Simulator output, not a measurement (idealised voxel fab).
process module | voxel ribs on slabs
cross-section cut | 215 nm wide | cells 5 nm
A cross-section is a grid of square cells, given in bands from the top down. A band is one or more rows of cells.
Each band's line starts with the height of the band's top and of its bottom, in nm. Then come its materials from left to right, each with its width in nm. One material with "throughout" fills the band from edge to edge. "air" is empty space.
Height 0 is the level under which the wafer as received is all one material. The lowest band goes on downwards, as in "0 down".
A width such as "30 to 40" changes by the same amount from each row of cells to the next, from the band's top row to its bottom row.
"no change" after a step means that no cell of the cross-section changed.
closed voids: empty space of 8 cells or more with no open way to the top, each as width x height at its distance from the left edge, in nm
after a step's settings: what the simulator itself notes on the step
overlay nm, on a step with a mask: how far to the right of its planned place the mask lay; to the left if negative
plan
1 op RECEIVE | material Si
2 op DIRECTIONAL_DEP | material SiO2 | thk nm 25
3 op DIRECTIONAL_DEP | material SiN | thk nm 15
4 op PATTERN | tone cover | mask id RIB | material resist | width nm 25 | thk nm 15 | overlay nm 0
5 op DIRECTIONAL_ETCH | etch materials SiN | depth nm 5
6 op STRIP | etch materials resist
7 op PATTERN | tone cover | mask id SLAB | material resist | width nm 55 | thk nm 15 | overlay nm 0
8 op DIRECTIONAL_ETCH | etch materials SiN | depth nm 10
9 op STRIP | etch materials resist
10 op FILL_DEP | material SiO2 | thk nm 25
11 op CMP | height nm 60
12 op DIRECTIONAL_DEP | material TiN | thk nm 10
13 op DIRECTIONAL_DEP | material aC | thk nm 15
14 op PATTERN | tone cover | mask id HEATER | material resist | width nm 35 | thk nm 35 | overlay nm 0
15 op DIRECTIONAL_ETCH | etch materials aC | depth nm 15
16 op STRIP | etch materials resist
17 op DIRECTIONAL_ETCH | etch materials TiN | depth nm 10
18 op STRIP | etch materials aC
19 op CONFORMAL_DEP | material SiO2 | thk nm 5
varied across the wafers: thk nm of step 19. The plan shows the first wafer's value. All wafers start alike
first wafer as received, after step 1
  0 down: Si throughout
  closed voids: none
each wafer at the end: cells of each material gained (+) or lost (-) since it was received, then its closed voids
thk nm 5 | +27 SiN | +536 SiO2 | +14 TiN | closed voids: none
thk nm 10 | +27 SiN | +583 SiO2 | +14 TiN | closed voids: none
thk nm 15 | +27 SiN | +630 SiO2 | +14 TiN | closed voids: none
thk nm 20 | +27 SiN | +677 SiO2 | +14 TiN | closed voids: none
thk nm 25 | +27 SiN | +724 SiO2 | +14 TiN | closed voids: none
